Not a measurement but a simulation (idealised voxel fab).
process module | voxel self aligned contacts
cross-section cut | 250 nm wide | cells 5 nm
A cross-section is a grid of square cells, given in bands from the top down. A band is one or more rows of cells.
Each band's line starts with the height of the band's top and of its bottom, in nm. Then come its materials from left to right, each with its width in nm. One material with "throughout" fills the band from edge to edge. "air" is empty space.
Height 0 is the level under which the wafer as received is all one material. The lowest band goes on downwards, as in "0 down".
A width such as "30 to 40" changes by the same amount from each row of cells to the next, from the band's top row to its bottom row.
"no change" after a step means that no cell of the cross-section changed.
closed voids: empty space of 8 cells or more with no open way to the top, each as width x height at its distance from the left edge, in nm
after a step's settings: what the simulator itself notes on the step
overlay nm, on a step with a mask: how far to the right of its planned place the mask lay; to the left if negative
plan
1 op RECEIVE | material Si
2 op OXIDIZE | depth nm 5
3 op DIRECTIONAL_DEP | material polySi | thk nm 30
4 op DIRECTIONAL_DEP | material SiN | thk nm 20
5 op DIRECTIONAL_DEP | material aC | thk nm 15
6 op PATTERN | tone cover | mask id GATE | material resist | width nm 35 | pitch nm 65 | thk nm 30 | overlay nm 0
7 op DIRECTIONAL_ETCH | etch materials aC | depth nm 15
8 op STRIP | etch materials resist
9 op DIRECTIONAL_ETCH | etch materials SiN | depth nm 10
10 op DIRECTIONAL_ETCH | etch materials polySi | depth nm 30
11 op STRIP | etch materials aC
12 op CONFORMAL_DEP | material SiN | thk nm 5
13 op DIRECTIONAL_ETCH | etch materials SiN | depth nm 5
14 op FILL_DEP | material SiO2 | thk nm 20
15 op CMP | height nm 60
16 op DIRECTIONAL_DEP | material aC | thk nm 15
17 op PATTERN | tone open | mask id CONTACT | material resist | width nm 40 | pitch nm 65 | thk nm 30 | overlay nm 0
18 op DIRECTIONAL_ETCH | etch materials aC | depth nm 15
19 op STRIP | etch materials resist
20 op DIRECTIONAL_ETCH | etch materials SiO2 | depth nm 65
21 op STRIP | etch materials aC
22 op CONFORMAL_DEP | material TiN | thk nm 5
23 op FILL_DEP | material Ru | thk nm 5
24 op CMP | height nm 60
25 op CONFORMAL_DEP | material SiCN | thk nm 5
varied across the wafers: depth nm of step 9. The plan shows the first wafer's value. All wafers start alike
first wafer as received, after step 1
  0 down: Si throughout
  closed voids: none
each wafer at the end: cells of each material gained (+) or lost (-) since it was received, then its closed voids
depth nm 10 | +20 Ru | -50 Si | +50 SiCN | +154 SiN | +148 SiO2 | +28 TiN | +300 polySi | closed voids: none
depth nm 15 | +24 Ru | -50 Si | +50 SiCN | +131 SiN | +163 SiO2 | +32 TiN | +300 polySi | closed voids: none
depth nm 20 | +56 Ru | -50 Si | +50 SiCN | +144 SiN | +260 SiO2 | +64 TiN | +126 polySi | closed voids: none
depth nm 25 | +56 Ru | -50 Si | +50 SiCN | +144 SiN | +260 SiO2 | +64 TiN | +126 polySi | closed voids: none
depth nm 30 | +56 Ru | -50 Si | +50 SiCN | +144 SiN | +260 SiO2 | +64 TiN | +126 polySi | closed voids: none
depth nm 35 | +56 Ru | -50 Si | +50 SiCN | +144 SiN | +260 SiO2 | +64 TiN | +126 polySi | closed voids: none
